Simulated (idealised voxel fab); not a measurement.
The following process module bears the name voxel gate over fins.
Cross-section cut: width 155 nm, square cells of 5 nm.
Throughout this document, each cross-section is represented as a grid of square cells and is presented as a sequence of bands enumerated from the top downward, where a band comprises one or more rows of cells.
It is stipulated that each band's entry specify, in nanometres, the height of the top of the band and then that of its bottom, followed by the materials of the band in left-to-right sequence, each together with its width in nanometres. A single material marked by the word "everywhere" is understood to fill the band from edge to edge; the word "empty" is understood to denote empty space.
The level at which height equals 0 is the one under which the wafer, as it arrives, is entirely one material. No lower edge exists for the bottom band, which continues downward and is notated as in "0 nm and below".
When a width is written as two numbers, as in "30..40", the first number is the width in the top row of cells of the band and the second is the width in its bottom row, and the width changes by the same amount from each row to the next.
Reading "no change" for a step: not a cell of the cross-section changed in it.
Listed in "Enclosed internal voids": every empty space of 8 or more cells without an open way to the top. Form: width x height at distance, the distance being from the left edge, all in nm.
Whatever follows a step's settings on its line is a remark the simulator itself makes about that step.
You can add "overlay nm" to a step's line. For a step with a mask, it describes how far the mask lay to the right of its planned position, and a negative number describes a lay to the left.

### The planned process steps are enumerated hereunder
- 1: RECEIVE (material Si)
- 2: CONFORMAL_DEP (material SiN; thk nm 10)
- 3: DIRECTIONAL_DEP (material aC; thk nm 10)
- 4: PATTERN (tone cover; mask id FINS; material resist; width nm 15; pitch nm 35; thk nm 30; overlay nm 0)
- 5: DIRECTIONAL_ETCH (etch materials aC; depth nm 10)
- 6: STRIP (etch materials resist)
- 7: DIRECTIONAL_ETCH (etch materials SiN; depth nm 10)
- 8: DIRECTIONAL_ETCH (etch materials Si; depth nm 40)
- 9: STRIP (etch materials aC)
- 10: FILL_DEP (material SiO2; thk nm 10)
- 11: CMP (height nm 10)
- 12: SELECTIVE_ETCH (etch materials SiO2; depth nm 25)
- 13: STRIP (etch materials SiN)
- 14: CONFORMAL_DEP (material HfO2; thk nm 5)
- 15: CONFORMAL_DEP (material TiN; thk nm 5)
- 16: FILL_DEP (material W; thk nm 10)
- 17: CMP (height nm 15)
- 18: CONFORMAL_DEP (material SiN; thk nm 10)

### First wafer out of two, processed as planned

### Wafer as received: cross-section following step 1
0 nm and below  Si everywhere
Enclosed internal voids: none

### Wafer after step 2 (cross-section)
10 nm to 0 nm  SiN everywhere
Below 0, no change.

### Wafer after step 3 (cross-section)
20 nm to 10 nm  aC everywhere
Below 10, no change.

### Wafer after step 4 (cross-section)
50 nm to 20 nm  empty 50  resist 15  empty 20  resist 15  empty 55
Below 20, no change.

### Wafer after step 5 (cross-section)
40 nm to 20 nm  empty 50  resist 15  empty 20  resist 15  empty 55
20 nm to 10 nm  empty 50  aC 15  empty 20  aC 15  empty 55
Below 10, no change.

### Wafer after step 6 (cross-section)
20 nm to 10 nm  empty 50  aC 15  empty 20  aC 15  empty 55
Below 10, no change.

### Wafer after step 7 (cross-section)
20 nm to 10 nm  empty 50  aC 15  empty 20  aC 15  empty 55
10 nm to 0 nm  empty 50  SiN 15  empty 20  SiN 15  empty 55
Below 0, no change.

### Wafer after step 8 (cross-section)
20 nm to 10 nm  empty 50  aC 15  empty 20  aC 15  empty 55
10 nm to 0 nm  empty 50  SiN 15  empty 20  SiN 15  empty 55
0 nm to -40 nm  empty 50  Si 15  empty 20  Si 15  empty 55
Below -40, no change.

### Wafer after step 9 (cross-section)
10 nm to 0 nm  empty 50  SiN 15  empty 20  SiN 15  empty 55
Below 0, no change.

### Wafer after step 10 (cross-section)
20 nm to 10 nm  SiO2 everywhere
10 nm to 0 nm  SiO2 50  SiN 15  SiO2 20  SiN 15  SiO2 55
0 nm to -40 nm  SiO2 50  Si 15  SiO2 20  Si 15  SiO2 55
Below -40, no change.

### Wafer after step 11 (cross-section)
10 nm to 0 nm  SiO2 50  SiN 15  SiO2 20  SiN 15  SiO2 55
Below 0, no change.

### Wafer after step 12 (cross-section)
10 nm to 0 nm  empty 50  SiN 15  empty 20  SiN 15  empty 55
0 nm to -15 nm  empty 50  Si 15  empty 20  Si 15  empty 55
Below -15, no change.

### Wafer after step 13 (cross-section)
0 nm to -15 nm  empty 50  Si 15  empty 20  Si 15  empty 55
Below -15, no change.

### Wafer after step 14 (cross-section)
5 nm to 0 nm  empty 45  HfO2 25  empty 10  HfO2 25  empty 50
0 nm to -10 nm  empty 45  HfO2 5  Si 15  HfO2 5  empty 10  HfO2 5  Si 15  HfO2 5  empty 50
-10 nm to -15 nm  HfO2 50  Si 15  HfO2 20  Si 15  HfO2 55
Below -15, no change.

### Wafer after step 15 (cross-section)
10 nm to 5 nm  empty 40  TiN 70  empty 45
5 nm to 0 nm  empty 40  TiN 5  HfO2 25  TiN 10  HfO2 25  TiN 5  empty 45
0 nm to -5 nm  empty 40  TiN 5  HfO2 5  Si 15  HfO2 5  TiN 10  HfO2 5  Si 15  HfO2 5  TiN 5  empty 45
-5 nm to -10 nm  TiN 45  HfO2 5  Si 15  HfO2 5  TiN 10  HfO2 5  Si 15  HfO2 5  TiN 50
Below -10, no change.

### Wafer after step 16 (cross-section)
20 nm to 10 nm  W everywhere
10 nm to 5 nm  W 40  TiN 70  W 45
5 nm to 0 nm  W 40  TiN 5  HfO2 25  TiN 10  HfO2 25  TiN 5  W 45
0 nm to -5 nm  W 40  TiN 5  HfO2 5  Si 15  HfO2 5  TiN 10  HfO2 5  Si 15  HfO2 5  TiN 5  W 45
Below -5, no change.

### Wafer after step 17 (cross-section)
15 nm to 10 nm  W everywhere
Below 10, no change.

### Wafer after step 18 (cross-section)
25 nm to 15 nm  SiN everywhere
Below 15, no change.

### Notes, second wafer: start = first wafer's, plan = first wafer's, execution had one mistake; history identical to first through step 13

Second wafer, section view, time point: scheduled end of step 14: no change

### Second wafer, section view, time point: scheduled end of step 15
5 nm to 0 nm  empty 45  TiN 25  empty 10  TiN 25  empty 50
0 nm to -10 nm  empty 45  TiN 5  Si 15  TiN 5  empty 10  TiN 5  Si 15  TiN 5  empty 50
-10 nm to -15 nm  TiN 50  Si 15  TiN 20  Si 15  TiN 55
Below -15, no change.

### Second wafer, section view, time point: scheduled end of step 16
15 nm to 5 nm  W everywhere
5 nm to 0 nm  W 45  TiN 25  W 10  TiN 25  W 50
0 nm to -10 nm  W 45  TiN 5  Si 15  TiN 5  W 10  TiN 5  Si 15  TiN 5  W 50
Below -10, no change.

Second wafer, section view, time point: scheduled end of step 17: no change

### Second wafer, section view, time point: scheduled end of step 18
25 nm to 15 nm  SiN everywhere
Below 15, no change.
what went wrong: step 14 of the plan was excluded from execution and never run
Final tally in cells, some materials are higher or lower on the second wafer than on the first: HfO2 -43; W +43
